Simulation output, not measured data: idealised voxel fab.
The process module presented herein is designated voxel lift off.
cross-section cut | 185 nm wide | cells 5 nm
Just so we're on the same page, the cross-sections are grids of square cells, and they're listed out in bands top to bottom, each band one or more rows deep. This entry defines a band. It first specifies the height of the band's top and the height of its bottom in nm, and then specifies the band's materials from left to right, stating each material with its width in nm. The word "full width" identifies a single material that fills the band from edge to edge, while the word "air" identifies empty space. Measure heights from 0. That's the level where, below it, the as-received wafer is all one material. The lowest band is bottomless and extends downward; write it as in "0 -> down". Read "30 to 40" as a graded width: first number on top, second number at the bottom, same change between each pair of neighbouring rows. Key: "nothing was modified" - step with no changed cell in the cross-section. The label "Catalogued sealed voids" introduces a list of the empty spaces, 8 cells or larger, that have no open way up to the top; each entry in it reads width x height at distance, where the distance is taken from the left edge and all three are stated in nm. It should be noted that, on the line of a given step, the content following the step's settings is a remark produced by the simulator itself with respect to that step. Each step line may optionally specify "overlay nm", which for a step with a mask gives the rightward distance between the mask's planned place and where it lay, a negative value indicating the leftward direction.

Planned step list for the process:
1. op RECEIVE | material Si
2. op CONFORMAL_DEP | material SiO2 | thk nm 15
3. op PATTERN | tone open | mask id LINES | material resist | width nm 25 | pitch nm 55 | thk nm 25 | overlay nm 0
4. op DIRECTIONAL_DEP | material Ru | thk nm 10
5. op STRIP | etch materials resist
6. op CONFORMAL_DEP | material SiO2 | thk nm 10

First of two wafers, with the run carried out as planned:

Wafer as received: cross-section following step 1:
    0 -> down  Si full width
    Catalogued sealed voids: none

Wafer xsec, post step 2:
    15 -> 0  SiO2 full width
    For the remainder of the cross-section, below 0, there is no change.

Wafer xsec, post step 3:
    40 -> 15  50 nm resist, then 25 nm air, then 30 nm resist, then 25 nm air, then 55 nm resist
    For the remainder of the cross-section, below 15, there is no change.

Wafer xsec, post step 4:
    50 -> 40  50 nm Ru, then 25 nm air, then 30 nm Ru, then 25 nm air, then 55 nm Ru
    40 -> 25  50 nm resist, then 25 nm air, then 30 nm resist, then 25 nm air, then 55 nm resist
    25 -> 15  50 nm resist, then 25 nm Ru, then 30 nm resist, then 25 nm Ru, then 55 nm resist
    For the remainder of the cross-section, below 15, there is no change.

Wafer xsec, post step 5:
    25 -> 15  50 nm air, then 25 nm Ru, then 30 nm air, then 25 nm Ru, then 55 nm air
    For the remainder of the cross-section, below 15, there is no change.

Wafer xsec, post step 6:
    35 -> 25  40 nm air, then 45 nm SiO2, then 10 nm air, then 45 nm SiO2, then 45 nm air
    25 -> 15  50 nm SiO2, then 25 nm Ru, then 30 nm SiO2, then 25 nm Ru, then 55 nm SiO2
    For the remainder of the cross-section, below 15, there is no change.

The second wafer was prepared from the same starting point and under the same plan as the first; its processing contained one mistake, and it remains indistinguishable from the first wafer up to and including step 2:

Second wafer, cross-section, planned end of step 3:
    40 -> 15  50 nm air, then 25 nm resist, then 30 nm air, then 25 nm resist, then 55 nm air
    For the remainder of the cross-section, below 15, there is no change.

Second wafer, cross-section, planned end of step 4:
    50 -> 40  50 nm air, then 25 nm Ru, then 30 nm air, then 25 nm Ru, then 55 nm air
    40 -> 25  50 nm air, then 25 nm resist, then 30 nm air, then 25 nm resist, then 55 nm air
    25 -> 15  50 nm Ru, then 25 nm resist, then 30 nm Ru, then 25 nm resist, then 55 nm Ru
    For the remainder of the cross-section, below 15, there is no change.

Second wafer, cross-section, planned end of step 5:
    25 -> 15  50 nm Ru, then 25 nm air, then 30 nm Ru, then 25 nm air, then 55 nm Ru
    For the remainder of the cross-section, below 15, there is no change.

Second wafer, cross-section, planned end of step 6:
    35 -> 25  60 nm SiO2, then 5 nm air, then 50 nm SiO2, then 5 nm air, then 65 nm SiO2
    25 -> 15  50 nm Ru, then 25 nm SiO2, then 30 nm Ru, then 25 nm SiO2, then 55 nm Ru
    For the remainder of the cross-section, below 15, there is no change.
Against the plan, the run slipped here: step 3 ran as: op PATTERN | tone cover | mask id LINES | material resist | width nm 25 | pitch nm 55 | thk nm 25 | overlay nm 0
Final wafer comparison in cells, second versus first, more or fewer per material: Ru: 34 more
